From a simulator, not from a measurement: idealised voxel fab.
process module | voxel gate over fins
cross-section cut | 240 nm wide | cells 5 nm
A cross-section is a grid of square cells, given in bands from the top down. A band is one or more rows of cells.
Each band's line starts with the height of the band's top and of its bottom, in nm. Then come its materials from left to right, each with its width in nm. One material with "throughout" fills the band from edge to edge. "air" is empty space.
Height 0 is the level under which the wafer as received is all one material. The lowest band goes on downwards, as in "0 down".
A width such as "30 to 40" changes by the same amount from each row of cells to the next, from the band's top row to its bottom row.
"no change" after a step means that no cell of the cross-section changed.
closed voids: empty space of 8 cells or more with no open way to the top, each as width x height at its distance from the left edge, in nm
after a step's settings: what the simulator itself notes on the step
overlay nm, on a step with a mask: how far to the right of its planned place the mask lay; to the left if negative
plan
1 op RECEIVE | material Si
2 op CONFORMAL_DEP | material SiN | thk nm 5
3 op PATTERN | tone cover | mask id FINS | material resist | width nm 15 | pitch nm 55 | thk nm 20 | overlay nm 0
4 op DIRECTIONAL_ETCH | etch materials SiN | depth nm 5
5 op DIRECTIONAL_ETCH | etch materials Si | depth nm 35
6 op STRIP | etch materials resist
7 op OXIDIZE | depth nm 5
8 op FILL_DEP | material SiO2 | thk nm 15
9 op CMP | height nm 5
10 op MASKED_ETCH | tone open | mask id RAIL | width nm 15 | etch materials SiO2 | depth nm 35 | overlay nm 0
11 op CONFORMAL_DEP | material TiN | thk nm 5
12 op FILL_DEP | material Ru | thk nm 10
13 op CMP | height nm 5
14 op SELECTIVE_ETCH | etch materials W Ru TiN | depth nm 25
15 op FILL_DEP | material SiO2 | thk nm 5
16 op CMP | height nm 5
17 op SELECTIVE_ETCH | etch materials SiO2 | depth nm 15
18 op STRIP | etch materials SiN
19 op CONFORMAL_DEP | material HfO2 | thk nm 5
20 op CONFORMAL_DEP | material TiN | thk nm 5
21 op CONFORMAL_DEP | material TiAl | thk nm 5
22 op CONFORMAL_DEP | material TiN | thk nm 5
23 op FILL_DEP | material W | thk nm 10
24 op CMP | height nm 25
25 op CONFORMAL_DEP | material SiCN | thk nm 10
first wafer, as planned
as received, after step 1
  0 down: Si throughout
  closed voids: none
after step 2
  5 to 0: SiN throughout
  below 0: unchanged
after step 3
  25 to 5: air 85 | resist 15 | air 40 | resist 15 | air 85
  below 5: unchanged
after step 4
  25 to 5: air 85 | resist 15 | air 40 | resist 15 | air 85
  5 to 0: air 85 | SiN 15 | air 40 | SiN 15 | air 85
  below 0: unchanged
after step 5
  25 to 5: air 85 | resist 15 | air 40 | resist 15 | air 85
  5 to 0: air 85 | SiN 15 | air 40 | SiN 15 | air 85
  0 to -35: air 85 | Si 15 | air 40 | Si 15 | air 85
  below -35: unchanged
after step 6
  5 to 0: air 85 | SiN 15 | air 40 | SiN 15 | air 85
  below 0: unchanged
after step 7
  5 to 0: air 85 | SiN 15 | air 40 | SiN 15 | air 85
  0 to -35: air 85 | SiO2 5 | Si 5 | SiO2 5 | air 40 | SiO2 5 | Si 5 | SiO2 5 | air 85
  -35 to -40: SiO2 90 | Si 5 | SiO2 50 | Si 5 | SiO2 90
  below -40: unchanged
after step 8
  20 to 5: SiO2 throughout
  5 to 0: SiO2 85 | SiN 15 | SiO2 40 | SiN 15 | SiO2 85
  0 to -40: SiO2 90 | Si 5 | SiO2 50 | Si 5 | SiO2 90
  below -40: unchanged
after step 9
  5 to 0: SiO2 85 | SiN 15 | SiO2 40 | SiN 15 | SiO2 85
  below 0: unchanged
after step 10
  5 to 0: SiO2 85 | SiN 15 | SiO2 10 | air 15 | SiO2 15 | SiN 15 | SiO2 85
  0 to -30: SiO2 90 | Si 5 | SiO2 15 | air 15 | SiO2 20 | Si 5 | SiO2 90
  below -30: unchanged
after step 11
  10 to 5: TiN 115 | air 5 | TiN 120
  5 to 0: SiO2 85 | SiN 15 | SiO2 10 | TiN 5 | air 5 | TiN 5 | SiO2 15 | SiN 15 | SiO2 85
  0 to -25: SiO2 90 | Si 5 | SiO2 15 | TiN 5 | air 5 | TiN 5 | SiO2 20 | Si 5 | SiO2 90
  -25 to -30: SiO2 90 | Si 5 | SiO2 15 | TiN 15 | SiO2 20 | Si 5 | SiO2 90
  below -30: unchanged
after step 12
  20 to 10: Ru throughout
  10 to 5: TiN 115 | Ru 5 | TiN 120
  5 to 0: SiO2 85 | SiN 15 | SiO2 10 | TiN 5 | Ru 5 | TiN 5 | SiO2 15 | SiN 15 | SiO2 85
  0 to -25: SiO2 90 | Si 5 | SiO2 15 | TiN 5 | Ru 5 | TiN 5 | SiO2 20 | Si 5 | SiO2 90
  below -25: unchanged
after step 13
  5 to 0: SiO2 85 | SiN 15 | SiO2 10 | TiN 5 | Ru 5 | TiN 5 | SiO2 15 | SiN 15 | SiO2 85
  below 0: unchanged
after step 14
  5 to 0: SiO2 85 | SiN 15 | SiO2 10 | air 15 | SiO2 15 | SiN 15 | SiO2 85
  0 to -20: SiO2 90 | Si 5 | SiO2 15 | air 15 | SiO2 20 | Si 5 | SiO2 90
  below -20: unchanged
after step 15
  10 to 5: SiO2 throughout
  5 to 0: SiO2 85 | SiN 15 | SiO2 40 | SiN 15 | SiO2 85
  0 to -20: SiO2 90 | Si 5 | SiO2 50 | Si 5 | SiO2 90
  below -20: unchanged
after step 16
  5 to 0: SiO2 85 | SiN 15 | SiO2 40 | SiN 15 | SiO2 85
  below 0: unchanged
after step 17
  5 to 0: air 85 | SiN 15 | air 40 | SiN 15 | air 85
  0 to -10: air 90 | Si 5 | air 50 | Si 5 | air 90
  below -10: unchanged
after step 18
  0 to -10: air 90 | Si 5 | air 50 | Si 5 | air 90
  below -10: unchanged
after step 19
  5 to 0: air 85 | HfO2 15 | air 40 | HfO2 15 | air 85
  0 to -5: air 85 | HfO2 5 | Si 5 | HfO2 5 | air 40 | HfO2 5 | Si 5 | HfO2 5 | air 85
  -5 to -10: HfO2 90 | Si 5 | HfO2 50 | Si 5 | HfO2 90
  below -10: unchanged
after step 20
  10 to 5: air 80 | TiN 25 | air 30 | TiN 25 | air 80
  5 to 0: air 80 | TiN 5 | HfO2 15 | TiN 5 | air 30 | TiN 5 | HfO2 15 | TiN 5 | air 80
  0 to -5: TiN 85 | HfO2 5 | Si 5 | HfO2 5 | TiN 40 | HfO2 5 | Si 5 | HfO2 5 | TiN 85
  below -5: unchanged
after step 21
  15 to 10: air 75 | TiAl 35 | air 20 | TiAl 35 | air 75
  10 to 5: air 75 | TiAl 5 | TiN 25 | TiAl 5 | air 20 | TiAl 5 | TiN 25 | TiAl 5 | air 75
  5 to 0: TiAl 80 | TiN 5 | HfO2 15 | TiN 5 | TiAl 30 | TiN 5 | HfO2 15 | TiN 5 | TiAl 80
  below 0: unchanged
after step 22
  20 to 15: air 70 | TiN 45 | air 10 | TiN 45 | air 70
  15 to 10: air 70 | TiN 5 | TiAl 35 | TiN 5 | air 10 | TiN 5 | TiAl 35 | TiN 5 | air 70
  10 to 5: TiN 75 | TiAl 5 | TiN 25 | TiAl 5 | TiN 20 | TiAl 5 | TiN 25 | TiAl 5 | TiN 75
  below 5: unchanged
after step 23
  30 to 20: W throughout
  20 to 15: W 70 | TiN 45 | W 10 | TiN 45 | W 70
  15 to 10: W 70 | TiN 5 | TiAl 35 | TiN 5 | W 10 | TiN 5 | TiAl 35 | TiN 5 | W 70
  below 10: unchanged
after step 24
  25 to 20: W throughout
  below 20: unchanged
after step 25
  35 to 25: SiCN throughout
  below 25: unchanged
second wafer: like start, like plan, one mistake. Through step 16 it matches the first wafer
when step 17 should have ended
  5 to 0: SiO2 85 | air 15 | SiO2 40 | air 15 | SiO2 85
  below 0: unchanged
when step 18 should have ended
  0 to -10: air 90 | Si 5 | air 50 | Si 5 | air 90
  -10 to -15: SiO2 70 | air 20 | Si 5 | air 20 | SiO2 10 | air 20 | Si 5 | air 20 | SiO2 70
  below -15: unchanged
when step 19 should have ended
  5 to 0: air 85 | HfO2 15 | air 40 | HfO2 15 | air 85
  0 to -5: air 85 | HfO2 5 | Si 5 | HfO2 5 | air 40 | HfO2 5 | Si 5 | HfO2 5 | air 85
  -5 to -10: HfO2 75 | air 10 | HfO2 5 | Si 5 | HfO2 5 | air 10 | HfO2 20 | air 10 | HfO2 5 | Si 5 | HfO2 5 | air 10 | HfO2 75
  -10 to -15: SiO2 70 | HfO2 20 | Si 5 | HfO2 20 | SiO2 10 | HfO2 20 | Si 5 | HfO2 20 | SiO2 70
  below -15: unchanged
when step 20 should have ended
  10 to 5: air 80 | TiN 25 | air 30 | TiN 25 | air 80
  5 to 0: air 80 | TiN 5 | HfO2 15 | TiN 5 | air 30 | TiN 5 | HfO2 15 | TiN 5 | air 80
  0 to -5: TiN 85 | HfO2 5 | Si 5 | HfO2 5 | TiN 40 | HfO2 5 | Si 5 | HfO2 5 | TiN 85
  -5 to -10: HfO2 75 | TiN 10 | HfO2 5 | Si 5 | HfO2 5 | TiN 10 | HfO2 20 | TiN 10 | HfO2 5 | Si 5 | HfO2 5 | TiN 10 | HfO2 75
  below -10: unchanged
when step 21 should have ended
  15 to 10: air 75 | TiAl 35 | air 20 | TiAl 35 | air 75
  10 to 5: air 75 | TiAl 5 | TiN 25 | TiAl 5 | air 20 | TiAl 5 | TiN 25 | TiAl 5 | air 75
  5 to 0: TiAl 80 | TiN 5 | HfO2 15 | TiN 5 | TiAl 30 | TiN 5 | HfO2 15 | TiN 5 | TiAl 80
  below 0: unchanged
when step 22 should have ended
  20 to 15: air 70 | TiN 45 | air 10 | TiN 45 | air 70
  15 to 10: air 70 | TiN 5 | TiAl 35 | TiN 5 | air 10 | TiN 5 | TiAl 35 | TiN 5 | air 70
  10 to 5: TiN 75 | TiAl 5 | TiN 25 | TiAl 5 | TiN 20 | TiAl 5 | TiN 25 | TiAl 5 | TiN 75
  below 5: unchanged
when step 23 should have ended
  30 to 20: W throughout
  20 to 15: W 70 | TiN 45 | W 10 | TiN 45 | W 70
  15 to 10: W 70 | TiN 5 | TiAl 35 | TiN 5 | W 10 | TiN 5 | TiAl 35 | TiN 5 | W 70
  below 10: unchanged
when step 24 should have ended
  25 to 20: W throughout
  below 20: unchanged
when step 25 should have ended
  35 to 25: SiCN throughout
  below 25: unchanged
what went wrong: steps 17 and 18 were swapped
at the end the second wafer has, in cells: 8 more of HfO2 | 16 fewer of SiO2 | 8 more of TiN
